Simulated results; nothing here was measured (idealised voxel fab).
Presented below is a process module, voxel gate over fins.
FYI the section here is cut, 220 nm wide, cells are 5 nm squares.
If you're reading a cross-section in this doc, picture square cells in a grid; it comes to you as bands, top ones listed first down to the bottom, and a band can be one or more rows of cells.
It is stipulated that each band's entry specify, in nanometres, the height of the top of the band and then that of its bottom, followed by the materials of the band in left-to-right sequence, each together with its width in nanometres. A single material marked by the word "all across" is understood to fill the band from edge to edge; the word "empty" is understood to denote empty space.
We count height from 0. Below that, the starting wafer is all one material. The lowest band never ends at the bottom but goes on down; see "from 0 down" for how that is written.
So if you see something like "30..40" for the width, read it as the top row of the band sitting at the first number and the bottom row at the second, with every row in between moving by the same amount as the last.
The designation "nothing altered", where it is given for a processing step, indicates that no cell of the cross-section was altered in the course of that step.
Reported under the label "Sealed void list" are the empty spaces having no open way to the top and comprising 8 cells or more; the notation for each is width x height at distance, in which the distance is measured from the left edge and all three values are in nm.
Post-settings text on a step line: simulator's own remark regarding the step.
overlay nm: mask offset rightward from planned place, masked step; negative means leftward offset.

### These are the steps we planned for the process
1. op RECEIVE | material Si
2. op CONFORMAL_DEP | material SiN | thk nm 10
3. op PATTERN | tone cover | mask id FINS | material resist | width nm 15 | pitch nm 50 | thk nm 15 | overlay nm 0
4. op DIRECTIONAL_ETCH | etch materials SiN | depth nm 10
5. op DIRECTIONAL_ETCH | etch materials Si | depth nm 35
6. op STRIP | etch materials resist
7. op OXIDIZE | depth nm 5
8. op FILL_DEP | material SiO2 | thk nm 10
9. op CMP | height nm 10
10. op PATTERN | tone open | mask id RAIL | material resist | width nm 15 | thk nm 20 | overlay nm 0
11. op DIRECTIONAL_ETCH | etch materials SiO2 | depth nm 40
12. op STRIP | etch materials resist
13. op CONFORMAL_DEP | material TiN | thk nm 5
14. op FILL_DEP | material W | thk nm 5
15. op CMP | height nm 10
16. op SELECTIVE_ETCH | etch materials W Ru TiN | depth nm 30
17. op FILL_DEP | material SiO2 | thk nm 5
18. op CMP | height nm 10
19. op SELECTIVE_ETCH | etch materials SiO2 | depth nm 25
20. op STRIP | etch materials SiN
21. op CONFORMAL_DEP | material HfO2 | thk nm 5
22. op CONFORMAL_DEP | material TiN | thk nm 5
23. op FILL_DEP | material W | thk nm 15
24. op CMP | height nm 20
25. op CONFORMAL_DEP | material SiCN | thk nm 10

### The cross-section here shows the wafer as received, i.e. in its state after step 1
	from 0 down | Si all across
	Sealed void list: none

### Module complete - cross-section of the first of two wafers, run according to plan
	from 30 to 20 | SiCN all across
	from 20 to 10 | W all across
	from 10 to 5 | W 20 nm, then TiN 25 nm, then W 25 nm, then TiN 25 nm, then W 25 nm, then TiN 25 nm, then W 25 nm, then TiN 25 nm, then W 25 nm
	from 5 to 0 | W 20 nm, then TiN 5 nm, then HfO2 15 nm, then TiN 5 nm, then W 25 nm, then TiN 5 nm, then HfO2 15 nm, then TiN 5 nm, then W 25 nm, then TiN 5 nm, then HfO2 15 nm, then TiN 5 nm, then W 25 nm, then TiN 5 nm, then HfO2 15 nm, then TiN 5 nm, then W 25 nm
	from 0 to -5 | W 20 nm, then TiN 5 nm, then HfO2 5 nm, then Si 5 nm, then HfO2 5 nm, then TiN 5 nm, then W 25 nm, then TiN 5 nm, then HfO2 5 nm, then Si 5 nm, then HfO2 5 nm, then TiN 5 nm, then W 25 nm, then TiN 5 nm, then HfO2 5 nm, then Si 5 nm, then HfO2 5 nm, then TiN 5 nm, then W 25 nm, then TiN 5 nm, then HfO2 5 nm, then Si 5 nm, then HfO2 5 nm, then TiN 5 nm, then W 25 nm
	from -5 to -10 | TiN 25 nm, then HfO2 5 nm, then Si 5 nm, then HfO2 5 nm, then TiN 35 nm, then HfO2 5 nm, then Si 5 nm, then HfO2 5 nm, then TiN 35 nm, then HfO2 5 nm, then Si 5 nm, then HfO2 5 nm, then TiN 35 nm, then HfO2 5 nm, then Si 5 nm, then HfO2 5 nm, then TiN 30 nm
	from -10 to -15 | HfO2 30 nm, then Si 5 nm, then HfO2 45 nm, then Si 5 nm, then HfO2 45 nm, then Si 5 nm, then HfO2 45 nm, then Si 5 nm, then HfO2 35 nm
	from -15 to -20 | SiO2 30 nm, then Si 5 nm, then SiO2 45 nm, then Si 5 nm, then SiO2 45 nm, then Si 5 nm, then SiO2 45 nm, then Si 5 nm, then SiO2 35 nm
	from -20 to -25 | SiO2 30 nm, then Si 5 nm, then SiO2 15 nm, then TiN 5 nm, then W 5 nm, then TiN 5 nm, then SiO2 15 nm, then Si 5 nm, then SiO2 45 nm, then Si 5 nm, then SiO2 45 nm, then Si 5 nm, then SiO2 35 nm
	from -25 to -30 | SiO2 30 nm, then Si 5 nm, then SiO2 15 nm, then TiN 15 nm, then SiO2 15 nm, then Si 5 nm, then SiO2 45 nm, then Si 5 nm, then SiO2 45 nm, then Si 5 nm, then SiO2 35 nm
	from -30 to -40 | SiO2 30 nm, then Si 5 nm, then SiO2 45 nm, then Si 5 nm, then SiO2 45 nm, then Si 5 nm, then SiO2 45 nm, then Si 5 nm, then SiO2 35 nm
	from -40 down | Si all across
	Sealed void list: none

### This cross-section belongs to the second wafer of two at the end of the module; the start and the plan were shared with the first, and the run included one mistake
	from 30 to 20 | SiCN all across
	from 20 to 10 | W all across
	from 10 to 5 | W 20 nm, then TiN 25 nm, then W 25 nm, then TiN 25 nm, then W 25 nm, then TiN 25 nm, then W 25 nm, then TiN 25 nm, then W 25 nm
	from 5 to 0 | W 20 nm, then TiN 5 nm, then HfO2 15 nm, then TiN 5 nm, then W 25 nm, then TiN 5 nm, then HfO2 15 nm, then TiN 5 nm, then W 25 nm, then TiN 5 nm, then HfO2 15 nm, then TiN 5 nm, then W 25 nm, then TiN 5 nm, then HfO2 15 nm, then TiN 5 nm, then W 25 nm
	from 0 to -5 | W 20 nm, then TiN 5 nm, then HfO2 5 nm, then Si 5 nm, then HfO2 5 nm, then TiN 5 nm, then W 25 nm, then TiN 5 nm, then HfO2 5 nm, then Si 5 nm, then HfO2 5 nm, then TiN 5 nm, then W 25 nm, then TiN 5 nm, then HfO2 5 nm, then Si 5 nm, then HfO2 5 nm, then TiN 5 nm, then W 25 nm, then TiN 5 nm, then HfO2 5 nm, then Si 5 nm, then HfO2 5 nm, then TiN 5 nm, then W 25 nm
	from -5 to -10 | TiN 25 nm, then HfO2 5 nm, then Si 5 nm, then HfO2 5 nm, then TiN 35 nm, then HfO2 5 nm, then Si 5 nm, then HfO2 5 nm, then TiN 35 nm, then HfO2 5 nm, then Si 5 nm, then HfO2 5 nm, then TiN 35 nm, then HfO2 5 nm, then Si 5 nm, then HfO2 5 nm, then TiN 30 nm
	from -10 to -15 | HfO2 30 nm, then Si 5 nm, then HfO2 45 nm, then Si 5 nm, then HfO2 45 nm, then Si 5 nm, then HfO2 45 nm, then Si 5 nm, then HfO2 35 nm
	from -15 to -20 | SiO2 30 nm, then Si 5 nm, then SiO2 45 nm, then Si 5 nm, then SiO2 45 nm, then Si 5 nm, then SiO2 45 nm, then Si 5 nm, then SiO2 35 nm
	from -20 to -25 | SiO2 30 nm, then Si 5 nm, then SiO2 15 nm, then TiN 5 nm, then W 5 nm, then TiN 5 nm, then SiO2 15 nm, then Si 5 nm, then SiO2 45 nm, then Si 5 nm, then SiO2 45 nm, then Si 5 nm, then SiO2 35 nm
	from -25 to -30 | SiO2 30 nm, then Si 5 nm, then SiO2 15 nm, then TiN 15 nm, then SiO2 15 nm, then Si 5 nm, then SiO2 45 nm, then Si 5 nm, then SiO2 45 nm, then Si 5 nm, then SiO2 35 nm
	from -30 to -75 | SiO2 30 nm, then Si 5 nm, then SiO2 45 nm, then Si 5 nm, then SiO2 45 nm, then Si 5 nm, then SiO2 45 nm, then Si 5 nm, then SiO2 35 nm
	from -75 down | Si all across
	Sealed void list: none
In executing the process, a mistake was made relative to the plan: the plan's step 5 ran twice
Final cells, second wafer relative to first, materials higher or lower: Si: 280 fewer | SiO2: 280 more
